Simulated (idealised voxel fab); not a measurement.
Documented hereafter: the process module known as voxel released beams.
Section cut is 270 nm wide and gridded with 5 nm square cells.
If you're reading a cross-section in this doc, picture square cells in a grid; it comes to you as bands, top ones listed first down to the bottom, and a band can be one or more rows of cells.
Heights first: top, then bottom, in nm. Then materials, left to right, each with a width in nm. "all across" on a single material: fills the band edge to edge. "empty": empty space.
Heights are expressed relative to 0, this being the level below which the as-received wafer comprises one material exclusively. The lowest band is unbounded in the downward direction and is denoted as in "0 down".
So if you see something like "30..40" for the width, read it as the top row of the band sitting at the first number and the bottom row at the second, with every row in between moving by the same amount as the last.
Where the words "remained unchanged" appear for a step, the cross-section shows no cell changed by that step; every cell remained as before.
In "Fully sealed voids" the enclosed voids are listed, meaning empty spaces of 8 cells or larger without any opening to the top. The form is width x height at distance, distance from the left edge, units nm.
Post-settings text on a step line: simulator's own remark regarding the step.
overlay nm: where the mask lay relative to plan, measured to the right, on steps with a mask; negatives go left.
## Listed below are the process steps as planned
step 1: RECEIVE (material Si)
step 2: CONFORMAL_DEP (material SiN; thk nm 10)
step 3: DIRECTIONAL_DEP (material SiO2; thk nm 20)
step 4: MASKED_ETCH (tone open; mask id ANCHOR; width nm 30; etch materials SiO2; depth nm 20; overlay nm -15)
step 5: CONFORMAL_DEP (material polySi; thk nm 10)
step 6: DIRECTIONAL_DEP (material aC; thk nm 10)
step 7: PATTERN (tone cover; mask id BEAM; material resist; width nm 90; thk nm 25; overlay nm 0)
step 8: DIRECTIONAL_ETCH (etch materials aC; depth nm 10)
step 9: STRIP (etch materials resist)
step 10: DIRECTIONAL_ETCH (etch materials polySi; depth nm 10)
step 11: STRIP (etch materials aC)
step 12: STRIP (etch materials SiO2)
Among the wafers covered here, the point of difference is the overlay nm at step 4; their starting state is shared, and the plan presents the value of the first wafer.
## Cross-section of the first of several received wafers, showing its state after step 1
    0 down | Si all across
    Fully sealed voids: none
## End of module: cross-section of the first of several wafers after step 12, the last step
    40 to 30 | empty 95; polySi 80; empty 95
    30 to 20 | empty 75; polySi 10; empty 10; polySi 10; empty 165
    20 to 10 | empty 75; polySi 30; empty 165
    10 to 0 | SiN all across
    0 down | Si all across
    Fully sealed voids: none
## X-section, last wafer, module end
    40 to 30 | empty 85; polySi 30; empty 10; polySi 50; empty 95
    30 to 20 | empty 105; polySi 10; empty 10; polySi 10; empty 135
    20 to 10 | empty 105; polySi 30; empty 135
    10 to 0 | SiN all across
    0 down | Si all across
    Fully sealed voids: none
## Basically each wafer gets a line in the table, showing it at the end of the module: material by material, the cells it gained (+) or lost (-) since we got it, then its closed voids
overlay nm -15, +108 SiN, +52 polySi, Fully sealed voids: none
overlay nm -10, +108 SiN, +52 polySi, Fully sealed voids: none
overlay nm -5, +108 SiN, +52 polySi, Fully sealed voids: none
overlay nm 0, +108 SiN, +52 polySi, Fully sealed voids: none
overlay nm 5, +108 SiN, +52 polySi, Fully sealed voids: none
overlay nm 10, +108 SiN, +52 polySi, Fully sealed voids: none
overlay nm 15, +108 SiN, +52 polySi, Fully sealed voids: none
